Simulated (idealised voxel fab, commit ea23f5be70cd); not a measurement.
process module | voxel gate over fins
cross-section cut | 235 nm wide | cells 5 nm
A cross-section is a grid of square cells, given in bands from the top down. A band is one or more rows of cells.
Each band's line starts with the height of the band's top and of its bottom, in nm. Then come its materials from left to right, each with its width in nm. One material with "throughout" fills the band from edge to edge. "air" is empty space.
Height 0 is the level under which the wafer as received is all one material. The lowest band goes on downwards, as in "0 down".
A width such as "30 to 40" changes by the same amount from each row of cells to the next, from the band's top row to its bottom row.
"no change" after a step means that no cell of the cross-section changed.
closed voids: empty space of 8 cells or more with no open way to the top, each as width x height at its distance from the left edge, in nm
after a step's settings: what the simulator itself notes on the step
overlay nm, on a step with a mask: how far to the right of its planned place the mask lay; to the left if negative
Each pair below shows a cross-section before one step and the cross-section after it, down to the lowest band that changed. The line under each pair gives the step between them, with its settings. The pairs can come from different runs of this module on the same starting wafer, so a pair continues from the pair above only where its "before" says so.
before
  5 to 0: SiO2 55 | SiN 15 | SiO2 10 | TiN 5 | W 5 | TiN 5 | SiO2 15 | SiN 15 | SiO2 40 | SiN 15 | SiO2 55
  0 to -5: SiO2 60 | Si 5 | SiO2 15 | TiN 5 | W 5 | TiN 5 | SiO2 20 | Si 5 | SiO2 50 | Si 5 | SiO2 60
  -5 to -30: SiO2 55 | Si 15 | SiO2 10 | TiN 5 | W 5 | TiN 5 | SiO2 15 | Si 15 | SiO2 40 | Si 15 | SiO2 55
  -30 to -35: SiO2 55 | Si 15 | SiO2 10 | TiN 15 | SiO2 15 | Si 15 | SiO2 40 | Si 15 | SiO2 55
  -35 to -45: SiO2 55 | Si 15 | SiO2 40 | Si 15 | SiO2 40 | Si 15 | SiO2 55
  -45 down: Si throughout
  closed voids: none
after
  5 to 0: SiO2 55 | SiN 15 | SiO2 10 | air 15 | SiO2 15 | SiN 15 | SiO2 40 | SiN 15 | SiO2 55
  0 to -5: SiO2 60 | Si 5 | SiO2 15 | air 15 | SiO2 20 | Si 5 | SiO2 50 | Si 5 | SiO2 60
  -5 to -20: SiO2 55 | Si 15 | SiO2 10 | air 15 | SiO2 15 | Si 15 | SiO2 40 | Si 15 | SiO2 55
  below -20: unchanged
  closed voids: none
the step between: op SELECTIVE_ETCH | etch materials W Ru TiN | depth nm 25
before: the cross-section after the pair above
after
  10 to 5: SiO2 throughout
  5 to 0: SiO2 55 | SiN 15 | SiO2 40 | SiN 15 | SiO2 40 | SiN 15 | SiO2 55
  0 to -5: SiO2 60 | Si 5 | SiO2 50 | Si 5 | SiO2 50 | Si 5 | SiO2 60
  -5 to -20: SiO2 55 | Si 15 | SiO2 40 | Si 15 | SiO2 40 | Si 15 | SiO2 55
  below -20: unchanged
  closed voids: none
the step between: op FILL_DEP | material SiO2 | thk nm 5
before: the cross-section after the pair above
after
  5 to 0: SiO2 55 | SiN 15 | SiO2 40 | SiN 15 | SiO2 40 | SiN 15 | SiO2 55
  below 0: unchanged
  closed voids: none
the step between: op CMP | height nm 5
before: the cross-section after the pair above
after
  5 to 0: air 55 | SiN 15 | air 40 | SiN 15 | air 40 | SiN 15 | air 55
  0 to -10: air 60 to 55 | Si 5 to 15 | air 50 to 40 | Si 5 to 15 | air 50 to 40 | Si 5 to 15 | air 60 to 55
  below -10: unchanged
  closed voids: none
the step between: op SELECTIVE_ETCH | etch materials SiO2 | depth nm 15
before: the cross-section after the pair above
after
  0 to -10: air 60 to 55 | Si 5 to 15 | air 50 to 40 | Si 5 to 15 | air 50 to 40 | Si 5 to 15 | air 60 to 55
  below -10: unchanged
  closed voids: none
the step between: op STRIP | etch materials SiN
before: the cross-section after the pair above
after
  5 to 0: air 55 | HfO2 15 | air 40 | HfO2 15 | air 40 | HfO2 15 | air 55
  0 to -5: air 50 | HfO2 10 | Si 5 | HfO2 10 | air 30 | HfO2 10 | Si 5 | HfO2 10 | air 30 | HfO2 10 | Si 5 | HfO2 10 | air 50
  -5 to -10: HfO2 55 | Si 15 | HfO2 40 | Si 15 | HfO2 40 | Si 15 | HfO2 55
  below -10: unchanged
  closed voids: none
the step between: op CONFORMAL_DEP | material HfO2 | thk nm 5
before: the cross-section after the pair above
after
  10 to 5: air 50 | TiN 25 | air 30 | TiN 25 | air 30 | TiN 25 | air 50
  5 to 0: air 45 | TiN 10 | HfO2 15 | TiN 10 | air 20 | TiN 10 | HfO2 15 | TiN 10 | air 20 | TiN 10 | HfO2 15 | TiN 10 | air 45
  0 to -5: TiN 50 | HfO2 10 | Si 5 | HfO2 10 | TiN 30 | HfO2 10 | Si 5 | HfO2 10 | TiN 30 | HfO2 10 | Si 5 | HfO2 10 | TiN 50
  below -5: unchanged
  closed voids: none
the step between: op CONFORMAL_DEP | material TiN | thk nm 5
before: the cross-section after the pair above
after
  15 to 10: air 45 | TiAl 35 | air 20 | TiAl 35 | air 20 | TiAl 35 | air 45
  10 to 5: air 40 | TiAl 10 | TiN 25 | TiAl 10 | air 10 | TiAl 10 | TiN 25 | TiAl 10 | air 10 | TiAl 10 | TiN 25 | TiAl 10 | air 40
  5 to 0: TiAl 45 | TiN 10 | HfO2 15 | TiN 10 | TiAl 20 | TiN 10 | HfO2 15 | TiN 10 | TiAl 20 | TiN 10 | HfO2 15 | TiN 10 | TiAl 45
  below 0: unchanged
  closed voids: none
the step between: op CONFORMAL_DEP | material TiAl | thk nm 5
before: the cross-section after the pair above
after
  20 to 15: air 40 | TiN 45 | air 10 | TiN 45 | air 10 | TiN 45 | air 40
  15 to 10: air 35 | TiN 10 | TiAl 35 | TiN 20 | TiAl 35 | TiN 20 | TiAl 35 | TiN 10 | air 35
  10 to 5: TiN 40 | TiAl 10 | TiN 25 | TiAl 10 | TiN 10 | TiAl 10 | TiN 25 | TiAl 10 | TiN 10 | TiAl 10 | TiN 25 | TiAl 10 | TiN 40
  below 5: unchanged
  closed voids: none
the step between: op CONFORMAL_DEP | material TiN | thk nm 5
before: the cross-section after the pair above
after
  30 to 20: W throughout
  20 to 15: W 40 | TiN 45 | W 10 | TiN 45 | W 10 | TiN 45 | W 40
  15 to 10: W 35 | TiN 10 | TiAl 35 | TiN 20 | TiAl 35 | TiN 20 | TiAl 35 | TiN 10 | W 35
  below 10: unchanged
  closed voids: none
the step between: op FILL_DEP | material W | thk nm 10
before: the cross-section after the pair above
after
  25 to 20: W throughout
  below 20: unchanged
  closed voids: none
the step between: op CMP | height nm 25
before: the cross-section after the pair above
after
  35 to 25: SiN throughout
  below 25: unchanged
  closed voids: none
the step between: op CONFORMAL_DEP | material SiN | thk nm 10
before
  5 to 0: SiN throughout
  0 down: Si throughout
  closed voids: none
after
  5 to 0: air 65 | SiN 15 | air 40 | SiN 15 | air 40 | SiN 15 | air 45
  below 0: unchanged
  closed voids: none
the step between: op MASKED_ETCH | tone cover | mask id FINS | width nm 15 | pitch nm 55 | etch materials SiN | depth nm 5 | overlay nm 10
before: the cross-section after the pair above
after
  5 to 0: air 65 | SiN 15 | air 40 | SiN 15 | air 40 | SiN 15 | air 45
  0 to -40: air 55 | Si 25 | air 30 | Si 25 | air 30 | Si 25 | air 45
  below -40: unchanged
  closed voids: none
the step between: op MASKED_ETCH | tone cover | mask id FINS | width nm 15 | pitch nm 55 | etch materials Si | depth nm 40 | overlay nm 0
before: the cross-section after the pair above
after
  5 to 0: air 65 | SiN 15 | air 40 | SiN 15 | air 40 | SiN 15 | air 45
  0 to -5: air 55 | SiO2 15 | Si 5 | SiO2 5 | air 30 | SiO2 15 | Si 5 | SiO2 5 | air 30 | SiO2 15 | Si 5 | SiO2 5 | air 45
  -5 to -40: air 55 | SiO2 5 | Si 15 | SiO2 5 | air 30 | SiO2 5 | Si 15 | SiO2 5 | air 30 | SiO2 5 | Si 15 | SiO2 5 | air 45
  -40 to -45: SiO2 60 | Si 15 | SiO2 40 | Si 15 | SiO2 40 | Si 15 | SiO2 50
  below -45: unchanged
  closed voids: none
the step between: op OXIDIZE | depth nm 5
before: the cross-section after the pair above
after
  10 to 5: SiO2 throughout
  5 to 0: SiO2 65 | SiN 15 | SiO2 40 | SiN 15 | SiO2 40 | SiN 15 | SiO2 45
  0 to -5: SiO2 70 | Si 5 | SiO2 50 | Si 5 | SiO2 50 | Si 5 | SiO2 50
  -5 to -45: SiO2 60 | Si 15 | SiO2 40 | Si 15 | SiO2 40 | Si 15 | SiO2 50
  below -45: unchanged
  closed voids: none
the step between: op FILL_DEP | material SiO2 | thk nm 5
before: the cross-section after the pair above
after
  5 to 0: SiO2 65 | SiN 15 | SiO2 40 | SiN 15 | SiO2 40 | SiN 15 | SiO2 45
  below 0: unchanged
  closed voids: none
the step between: op CMP | height nm 5
before: the cross-section after the pair above
after
  5 to 0: SiO2 65 | SiN 15 | air 15 | SiO2 25 | SiN 15 | SiO2 40 | SiN 15 | SiO2 45
  0 to -5: SiO2 70 | Si 5 | SiO2 5 | air 15 | SiO2 30 | Si 5 | SiO2 50 | Si 5 | SiO2 50
  -5 to -35: SiO2 60 | Si 15 | SiO2 5 | air 15 | SiO2 20 | Si 15 | SiO2 40 | Si 15 | SiO2 50
  below -35: unchanged
  closed voids: none
the step between: op MASKED_ETCH | tone open | mask id RAIL | width nm 15 | etch materials SiO2 | depth nm 40 | overlay nm 0
before: the cross-section after the pair above
after
  10 to 5: TiN 85 | air 5 | TiN 145
  5 to 0: SiO2 65 | SiN 15 | TiN 5 | air 5 | TiN 5 | SiO2 25 | SiN 15 | SiO2 40 | SiN 15 | SiO2 45
  0 to -5: SiO2 70 | Si 5 | SiO2 5 | TiN 5 | air 5 | TiN 5 | SiO2 30 | Si 5 | SiO2 50 | Si 5 | SiO2 50
  -5 to -30: SiO2 60 | Si 15 | SiO2 5 | TiN 5 | air 5 | TiN 5 | SiO2 20 | Si 15 | SiO2 40 | Si 15 | SiO2 50
  -30 to -35: SiO2 60 | Si 15 | SiO2 5 | TiN 15 | SiO2 20 | Si 15 | SiO2 40 | Si 15 | SiO2 50
  below -35: unchanged
  closed voids: none
the step between: op CONFORMAL_DEP | material TiN | thk nm 5
before: the cross-section after the pair above
after
  15 to 10: W throughout
  10 to 5: TiN 85 | W 5 | TiN 145
  5 to 0: SiO2 65 | SiN 15 | TiN 5 | W 5 | TiN 5 | SiO2 25 | SiN 15 | SiO2 40 | SiN 15 | SiO2 45
  0 to -5: SiO2 70 | Si 5 | SiO2 5 | TiN 5 | W 5 | TiN 5 | SiO2 30 | Si 5 | SiO2 50 | Si 5 | SiO2 50
  -5 to -30: SiO2 60 | Si 15 | SiO2 5 | TiN 5 | W 5 | TiN 5 | SiO2 20 | Si 15 | SiO2 40 | Si 15 | SiO2 50
  below -30: unchanged
  closed voids: none
the step between: op FILL_DEP | material W | thk nm 5
before: the cross-section after the pair above
after
  5 to 0: SiO2 65 | SiN 15 | TiN 5 | W 5 | TiN 5 | SiO2 25 | SiN 15 | SiO2 40 | SiN 15 | SiO2 45
  below 0: unchanged
  closed voids: none
the step between: op CMP | height nm 5
before: the cross-section after the pair above
after
  5 to 0: SiO2 65 | SiN 15 | air 15 | SiO2 25 | SiN 15 | SiO2 40 | SiN 15 | SiO2 45
  0 to -5: SiO2 70 | Si 5 | SiO2 5 | air 15 | SiO2 30 | Si 5 | SiO2 50 | Si 5 | SiO2 50
  -5 to -20: SiO2 60 | Si 15 | SiO2 5 | air 15 | SiO2 20 | Si 15 | SiO2 40 | Si 15 | SiO2 50
  below -20: unchanged
  closed voids: none
the step between: op SELECTIVE_ETCH | etch materials W Ru TiN | depth nm 25
before: the cross-section after the pair above
after
  10 to 5: SiO2 throughout
  5 to 0: SiO2 65 | SiN 15 | SiO2 40 | SiN 15 | SiO2 40 | SiN 15 | SiO2 45
  0 to -5: SiO2 70 | Si 5 | SiO2 50 | Si 5 | SiO2 50 | Si 5 | SiO2 50
  -5 to -20: SiO2 60 | Si 15 | SiO2 40 | Si 15 | SiO2 40 | Si 15 | SiO2 50
  below -20: unchanged
  closed voids: none
the step between: op FILL_DEP | material SiO2 | thk nm 5
before: the cross-section after the pair above
after
  5 to 0: SiO2 65 | SiN 15 | SiO2 40 | SiN 15 | SiO2 40 | SiN 15 | SiO2 45
  below 0: unchanged
  closed voids: none
the step between: op CMP | height nm 5
before: the cross-section after the pair above
after
  5 to 0: air 65 | SiN 15 | air 40 | SiN 15 | air 40 | SiN 15 | air 45
  0 to -10: air 70 to 60 | Si 5 to 15 | air 50 to 40 | Si 5 to 15 | air 50 to 40 | Si 5 to 15 | air 50
  below -10: unchanged
  closed voids: none
the step between: op SELECTIVE_ETCH | etch materials SiO2 | depth nm 15
before: the cross-section after the pair above
after
  0 to -10: air 70 to 60 | Si 5 to 15 | air 50 to 40 | Si 5 to 15 | air 50 to 40 | Si 5 to 15 | air 50
  below -10: unchanged
  closed voids: none
the step between: op STRIP | etch materials SiN
before: the cross-section after the pair above
after
  5 to 0: air 65 | HfO2 15 | air 40 | HfO2 15 | air 40 | HfO2 15 | air 45
  0 to -5: air 55 | HfO2 15 | Si 5 | HfO2 5 | air 30 | HfO2 15 | Si 5 | HfO2 5 | air 30 | HfO2 15 | Si 5 | HfO2 5 | air 45
  -5 to -10: HfO2 60 | Si 15 | HfO2 40 | Si 15 | HfO2 40 | Si 15 | HfO2 50
  below -10: unchanged
  closed voids: none
the step between: op CONFORMAL_DEP | material HfO2 | thk nm 5
before: the cross-section after the pair above
after
  10 to 5: air 60 | TiN 25 | air 30 | TiN 25 | air 30 | TiN 25 | air 40
  5 to 0: air 50 | TiN 15 | HfO2 15 | TiN 5 | air 20 | TiN 15 | HfO2 15 | TiN 5 | air 20 | TiN 15 | HfO2 15 | TiN 5 | air 40
  0 to -5: TiN 55 | HfO2 15 | Si 5 | HfO2 5 | TiN 30 | HfO2 15 | Si 5 | HfO2 5 | TiN 30 | HfO2 15 | Si 5 | HfO2 5 | TiN 45
  below -5: unchanged
  closed voids: none
the step between: op CONFORMAL_DEP | material TiN | thk nm 5
before: the cross-section after the pair above
after
  15 to 10: air 55 | TiAl 35 | air 20 | TiAl 35 | air 20 | TiAl 35 | air 35
  10 to 5: air 45 | TiAl 15 | TiN 25 | TiAl 5 | air 10 | TiAl 15 | TiN 25 | TiAl 5 | air 10 | TiAl 15 | TiN 25 | TiAl 5 | air 35
  5 to 0: TiAl 50 | TiN 15 | HfO2 15 | TiN 5 | TiAl 20 | TiN 15 | HfO2 15 | TiN 5 | TiAl 20 | TiN 15 | HfO2 15 | TiN 5 | TiAl 40
  below 0: unchanged
  closed voids: none
the step between: op CONFORMAL_DEP | material TiAl | thk nm 5
before: the cross-section after the pair above
after
  20 to 15: air 50 | TiN 45 | air 10 | TiN 45 | air 10 | TiN 45 | air 30
  15 to 10: air 40 | TiN 15 | TiAl 35 | TiN 20 | TiAl 35 | TiN 20 | TiAl 35 | TiN 5 | air 30
  10 to 5: TiN 45 | TiAl 15 | TiN 25 | TiAl 5 | TiN 10 | TiAl 15 | TiN 25 | TiAl 5 | TiN 10 | TiAl 15 | TiN 25 | TiAl 5 | TiN 35
  below 5: unchanged
  closed voids: none
the step between: op CONFORMAL_DEP | material TiN | thk nm 5
before: the cross-section after the pair above
after
  30 to 20: W throughout
  20 to 15: W 50 | TiN 45 | W 10 | TiN 45 | W 10 | TiN 45 | W 30
  15 to 10: W 40 | TiN 15 | TiAl 35 | TiN 20 | TiAl 35 | TiN 20 | TiAl 35 | TiN 5 | W 30
  below 10: unchanged
  closed voids: none
the step between: op FILL_DEP | material W | thk nm 10
before: the cross-section after the pair above
after
  25 to 20: W throughout
  below 20: unchanged
  closed voids: none
the step between: op CMP | height nm 25
before: the cross-section after the pair above
after
  35 to 25: SiN throughout
  below 25: unchanged
  closed voids: none
the step between: op CONFORMAL_DEP | material SiN | thk nm 10
before
  0 to -10: air 60 | Si 5 | air 50 | Si 5 | air 50 | Si 5 | air 60
  -10 to -20: SiO2 60 | Si 5 | SiO2 50 | Si 5 | SiO2 50 | Si 5 | SiO2 60
  -20 to -30: SiO2 60 | Si 5 | SiO2 15 | TiN 5 | W 5 | TiN 5 | SiO2 20 | Si 5 | SiO2 50 | Si 5 | SiO2 60
  -30 to -35: SiO2 60 | Si 5 | SiO2 15 | TiN 15 | SiO2 20 | Si 5 | SiO2 50 | Si 5 | SiO2 60
  -35 to -45: SiO2 60 | Si 5 | SiO2 50 | Si 5 | SiO2 50 | Si 5 | SiO2 60
  -45 down: Si throughout
  closed voids: none
after
  5 to 0: air 55 | SiN 15 | air 40 | SiN 15 | air 40 | SiN 15 | air 55
  0 to -5: air 55 | SiN 5 | Si 5 | SiN 5 | air 40 | SiN 5 | Si 5 | SiN 5 | air 40 | SiN 5 | Si 5 | SiN 5 | air 55
  -5 to -10: SiN 60 | Si 5 | SiN 50 | Si 5 | SiN 50 | Si 5 | SiN 60
  below -10: unchanged
  closed voids: none
the step between: op CONFORMAL_DEP | material SiN | thk nm 5
before: the cross-section after the pair above
after
  10 to 5: air 50 | TiN 25 | air 30 | TiN 25 | air 30 | TiN 25 | air 50
  5 to 0: air 50 | TiN 5 | SiN 15 | TiN 5 | air 30 | TiN 5 | SiN 15 | TiN 5 | air 30 | TiN 5 | SiN 15 | TiN 5 | air 50
  0 to -5: TiN 55 | SiN 5 | Si 5 | SiN 5 | TiN 40 | SiN 5 | Si 5 | SiN 5 | TiN 40 | SiN 5 | Si 5 | SiN 5 | TiN 55
  below -5: unchanged
  closed voids: none
the step between: op CONFORMAL_DEP | material TiN | thk nm 5
before: the cross-section after the pair above
after
  15 to 10: air 45 | TiAl 35 | air 20 | TiAl 35 | air 20 | TiAl 35 | air 45
  10 to 5: air 45 | TiAl 5 | TiN 25 | TiAl 5 | air 20 | TiAl 5 | TiN 25 | TiAl 5 | air 20 | TiAl 5 | TiN 25 | TiAl 5 | air 45
  5 to 0: TiAl 50 | TiN 5 | SiN 15 | TiN 5 | TiAl 30 | TiN 5 | SiN 15 | TiN 5 | TiAl 30 | TiN 5 | SiN 15 | TiN 5 | TiAl 50
  below 0: unchanged
  closed voids: none
the step between: op CONFORMAL_DEP | material TiAl | thk nm 5
before: the cross-section after the pair above
after
  20 to 15: air 40 | TiN 45 | air 10 | TiN 45 | air 10 | TiN 45 | air 40
  15 to 10: air 40 | TiN 5 | TiAl 35 | TiN 5 | air 10 | TiN 5 | TiAl 35 | TiN 5 | air 10 | TiN 5 | TiAl 35 | TiN 5 | air 40
  10 to 5: TiN 45 | TiAl 5 | TiN 25 | TiAl 5 | TiN 20 | TiAl 5 | TiN 25 | TiAl 5 | TiN 20 | TiAl 5 | TiN 25 | TiAl 5 | TiN 45
  below 5: unchanged
  closed voids: none
the step between: op CONFORMAL_DEP | material TiN | thk nm 5
before: the cross-section after the pair above
after
  30 to 20: W throughout
  20 to 15: W 40 | TiN 45 | W 10 | TiN 45 | W 10 | TiN 45 | W 40
  15 to 10: W 40 | TiN 5 | TiAl 35 | TiN 5 | W 10 | TiN 5 | TiAl 35 | TiN 5 | W 10 | TiN 5 | TiAl 35 | TiN 5 | W 40
  below 10: unchanged
  closed voids: none
the step between: op FILL_DEP | material W | thk nm 10
before: the cross-section after the pair above
after
  25 to 20: W throughout
  below 20: unchanged
  closed voids: none
the step between: op CMP | height nm 25
before: the cross-section after the pair above
after
  35 to 25: SiN throughout
  below 25: unchanged
  closed voids: none
the step between: op CONFORMAL_DEP | material SiN | thk nm 10
before
  5 to 0: SiO2 55 | SiN 15 | SiO2 40 | SiN 15 | SiO2 40 | SiN 15 | SiO2 55
  0 to -45: SiO2 60 | Si 5 | SiO2 50 | Si 5 | SiO2 50 | Si 5 | SiO2 60
  -45 down: Si throughout
  closed voids: none
after
  5 to 0: air 55 | SiN 15 | air 10 | SiO2 15 | air 15 | SiN 15 | air 40 | SiN 15 | air 55
  0 to -35: air 55 | SiO2 5 | Si 5 | SiO2 5 | air 10 | SiO2 15 | air 15 | SiO2 5 | Si 5 | SiO2 5 | air 40 | SiO2 5 | Si 5 | SiO2 5 | air 55
  below -35: unchanged
  closed voids: none
the step between: op MASKED_ETCH | tone cover | mask id RAIL | width nm 15 | etch materials SiO2 | depth nm 40 | overlay nm 0
before: the cross-section after the pair above
after
  10 to 5: air 50 | TiN 50 | air 5 | TiN 25 | air 30 | TiN 25 | air 50
  5 to 0: air 50 | TiN 5 | SiN 15 | TiN 10 | SiO2 15 | TiN 5 | air 5 | TiN 5 | SiN 15 | TiN 5 | air 30 | TiN 5 | SiN 15 | TiN 5 | air 50
  0 to -30: air 50 | TiN 5 | SiO2 5 | Si 5 | SiO2 5 | TiN 10 | SiO2 15 | TiN 5 | air 5 | TiN 5 | SiO2 5 | Si 5 | SiO2 5 | TiN 5 | air 30 | TiN 5 | SiO2 5 | Si 5 | SiO2 5 | TiN 5 | air 50
  -30 to -35: TiN 55 | SiO2 5 | Si 5 | SiO2 5 | TiN 10 | SiO2 15 | TiN 15 | SiO2 5 | Si 5 | SiO2 5 | TiN 40 | SiO2 5 | Si 5 | SiO2 5 | TiN 55
  below -35: unchanged
  closed voids: none
the step between: op CONFORMAL_DEP | material TiN | thk nm 5
before: the cross-section after the pair above
after
  15 to 10: W throughout
  10 to 5: W 50 | TiN 50 | W 5 | TiN 25 | W 30 | TiN 25 | W 50
  5 to 0: W 50 | TiN 5 | SiN 15 | TiN 10 | SiO2 15 | TiN 5 | W 5 | TiN 5 | SiN 15 | TiN 5 | W 30 | TiN 5 | SiN 15 | TiN 5 | W 50
  0 to -30: W 50 | TiN 5 | SiO2 5 | Si 5 | SiO2 5 | TiN 10 | SiO2 15 | TiN 5 | W 5 | TiN 5 | SiO2 5 | Si 5 | SiO2 5 | TiN 5 | W 30 | TiN 5 | SiO2 5 | Si 5 | SiO2 5 | TiN 5 | W 50
  below -30: unchanged
  closed voids: none
the step between: op FILL_DEP | material W | thk nm 5
before: the cross-section after the pair above
after
  5 to 0: W 50 | TiN 5 | SiN 15 | TiN 10 | SiO2 15 | TiN 5 | W 5 | TiN 5 | SiN 15 | TiN 5 | W 30 | TiN 5 | SiN 15 | TiN 5 | W 50
  below 0: unchanged
  closed voids: none
the step between: op CMP | height nm 5
before: the cross-section after the pair above
after
  5 to 0: air 55 | SiN 15 | air 10 | SiO2 15 | air 15 | SiN 15 | air 40 | SiN 15 | air 55
  0 to -20: air 55 | SiO2 5 | Si 5 | SiO2 5 | air 10 | SiO2 15 | air 15 | SiO2 5 | Si 5 | SiO2 5 | air 40 | SiO2 5 | Si 5 | SiO2 5 | air 55
  below -20: unchanged
  closed voids: none
the step between: op SELECTIVE_ETCH | etch materials W Ru TiN | depth nm 25
before: the cross-section after the pair above
after
  10 to 5: SiO2 throughout
  5 to 0: SiO2 55 | SiN 15 | SiO2 40 | SiN 15 | SiO2 40 | SiN 15 | SiO2 55
  0 to -20: SiO2 60 | Si 5 | SiO2 50 | Si 5 | SiO2 50 | Si 5 | SiO2 60
  below -20: unchanged
  closed voids: none
the step between: op FILL_DEP | material SiO2 | thk nm 5
before: the cross-section after the pair above
after
  5 to 0: SiO2 55 | SiN 15 | SiO2 40 | SiN 15 | SiO2 40 | SiN 15 | SiO2 55
  below 0: unchanged
  closed voids: none
the step between: op CMP | height nm 5
before: the cross-section after the pair above
after
  5 to 0: air 55 | SiN 15 | air 40 | SiN 15 | air 40 | SiN 15 | air 55
  0 to -10: air 60 | Si 5 | air 50 | Si 5 | air 50 | Si 5 | air 60
  below -10: unchanged
  closed voids: none
the step between: op SELECTIVE_ETCH | etch materials SiO2 | depth nm 15
before: the cross-section after the pair above
after
  0 to -10: air 60 | Si 5 | air 50 | Si 5 | air 50 | Si 5 | air 60
  below -10: unchanged
  closed voids: none
the step between: op STRIP | etch materials SiN
before: the cross-section after the pair above
after
  5 to 0: air 55 | HfO2 15 | air 40 | HfO2 15 | air 40 | HfO2 15 | air 55
  0 to -5: air 55 | HfO2 5 | Si 5 | HfO2 5 | air 40 | HfO2 5 | Si 5 | HfO2 5 | air 40 | HfO2 5 | Si 5 | HfO2 5 | air 55
  -5 to -10: HfO2 60 | Si 5 | HfO2 50 | Si 5 | HfO2 50 | Si 5 | HfO2 60
  below -10: unchanged
  closed voids: none
the step between: op CONFORMAL_DEP | material HfO2 | thk nm 5
before: the cross-section after the pair above
after
  10 to 5: air 50 | TiN 25 | air 30 | TiN 25 | air 30 | TiN 25 | air 50
  5 to 0: air 50 | TiN 5 | HfO2 15 | TiN 5 | air 30 | TiN 5 | HfO2 15 | TiN 5 | air 30 | TiN 5 | HfO2 15 | TiN 5 | air 50
  0 to -5: TiN 55 | HfO2 5 | Si 5 | HfO2 5 | TiN 40 | HfO2 5 | Si 5 | HfO2 5 | TiN 40 | HfO2 5 | Si 5 | HfO2 5 | TiN 55
  below -5: unchanged
  closed voids: none
the step between: op CONFORMAL_DEP | material TiN | thk nm 5
before: the cross-section after the pair above
after
  15 to 10: air 45 | TiAl 35 | air 20 | TiAl 35 | air 20 | TiAl 35 | air 45
  10 to 5: air 45 | TiAl 5 | TiN 25 | TiAl 5 | air 20 | TiAl 5 | TiN 25 | TiAl 5 | air 20 | TiAl 5 | TiN 25 | TiAl 5 | air 45
  5 to 0: TiAl 50 | TiN 5 | HfO2 15 | TiN 5 | TiAl 30 | TiN 5 | HfO2 15 | TiN 5 | TiAl 30 | TiN 5 | HfO2 15 | TiN 5 | TiAl 50
  below 0: unchanged
  closed voids: none
the step between: op CONFORMAL_DEP | material TiAl | thk nm 5
before: the cross-section after the pair above
after
  20 to 15: air 40 | TiN 45 | air 10 | TiN 45 | air 10 | TiN 45 | air 40
  15 to 10: air 40 | TiN 5 | TiAl 35 | TiN 5 | air 10 | TiN 5 | TiAl 35 | TiN 5 | air 10 | TiN 5 | TiAl 35 | TiN 5 | air 40
  10 to 5: TiN 45 | TiAl 5 | TiN 25 | TiAl 5 | TiN 20 | TiAl 5 | TiN 25 | TiAl 5 | TiN 20 | TiAl 5 | TiN 25 | TiAl 5 | TiN 45
  below 5: unchanged
  closed voids: none
the step between: op CONFORMAL_DEP | material TiN | thk nm 5
before: the cross-section after the pair above
after
  30 to 20: W throughout
  20 to 15: W 40 | TiN 45 | W 10 | TiN 45 | W 10 | TiN 45 | W 40
  15 to 10: W 40 | TiN 5 | TiAl 35 | TiN 5 | W 10 | TiN 5 | TiAl 35 | TiN 5 | W 10 | TiN 5 | TiAl 35 | TiN 5 | W 40
  below 10: unchanged
  closed voids: none
the step between: op FILL_DEP | material W | thk nm 10
before: the cross-section after the pair above
after
  25 to 20: W throughout
  below 20: unchanged
  closed voids: none
the step between: op CMP | height nm 25
before: the cross-section after the pair above
after
  35 to 25: SiN throughout
  below 25: unchanged
  closed voids: none
the step between: op CONFORMAL_DEP | material SiN | thk nm 10
